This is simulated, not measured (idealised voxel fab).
This section sets out a process module, namely voxel fin reveal.
Shown is cross-section cut, with a width of 275 nm and square cells of size 5 nm.
Cross-sections here: square-cell grids, written as top-down lists of bands, a band being one or more rows of cells.
For a band, the entry starts with two heights in nm, that of the top and then that of the bottom, and carries on with the band's materials in order from left to right, each alongside its width in nm; the word "throughout" beside a single material means it fills the band edge to edge, and "empty" means empty space.
Height is counted from the level 0, under which the received wafer is composed throughout of one material. The lowest of the bands is not closed at the bottom but continues downward, in the notation "0 -> down".
Graded width ("30 to 40"): value in top row of band = first number; value in bottom row = second number; row-to-row change constant.
"everything unchanged" (step): cross-section cells unchanged, all of them.
So "Closed void entries" is basically the list of trapped voids: any empty space of 8 cells or more that can't reach the top through an opening. They're written width x height at distance, the distance being from the left edge, and it's all nm.
That trailing text on a step's line, after the settings, is the simulator's own remark on the step.
Regarding "overlay nm": on a step with a mask, it is the distance the mask lay to the right of its planned place; a negative value places it to the left.

# So here's the lineup of process steps we planned
step 1: RECEIVE,material Si
step 2: CONFORMAL_DEP,material SiN,thk nm 10
step 3: PATTERN,tone cover,mask id FINS,material resist,width nm 15,pitch nm 35,thk nm 20,overlay nm 0
step 4: DIRECTIONAL_ETCH,etch materials SiN,depth nm 10
step 5: DIRECTIONAL_ETCH,etch materials Si,depth nm 40
step 6: STRIP,etch materials resist
step 7: OXIDIZE,depth nm 5
step 8: FILL_DEP,material SiO2,thk nm 15
step 9: CMP,height nm 10
step 10: SELECTIVE_ETCH,etch materials SiO2,depth nm 25
step 11: STRIP,etch materials SiN
step 12: CONFORMAL_DEP,material HfO2,thk nm 5

# Here's what the wafer looked like in cross-section when it arrived - that's after step 1
> 0 -> down: Si throughout
> Closed void entries: none

# As-planned run: cross-section of the first of two wafers at end of module
> 5 -> 0: 110 of empty; 15 of HfO2; 20 of empty; 15 of HfO2; 115 of empty
> 0 -> -10: 110 of empty; 5 of HfO2; 5 of Si; 5 of HfO2; 20 of empty; 5 of HfO2; 5 of Si; 5 of HfO2; 115 of empty
> -10 -> -15: 115 of HfO2; 5 of Si; 30 of HfO2; 5 of Si; 120 of HfO2
> -15 -> -45: 115 of SiO2; 5 of Si; 30 of SiO2; 5 of Si; 120 of SiO2
> -45 -> down: Si throughout
> Closed void entries: none

# Cross-sectional image of the second wafer of the two following completion of the module. Starting state and process plan were the same as for the first wafer; one execution error occurred
> 15 -> 0: HfO2 throughout
> 0 -> down: Si throughout
> Closed void entries: none
So what did we get wrong on this run? heads up, step 2 didn't go per plan, it actually ran as CONFORMAL_DEP,material HfO2,thk nm 10
End check, counted in cells, second wafer has more or fewer of these materials than the first: +98 HfO2, +477 Si, -318 SiO2
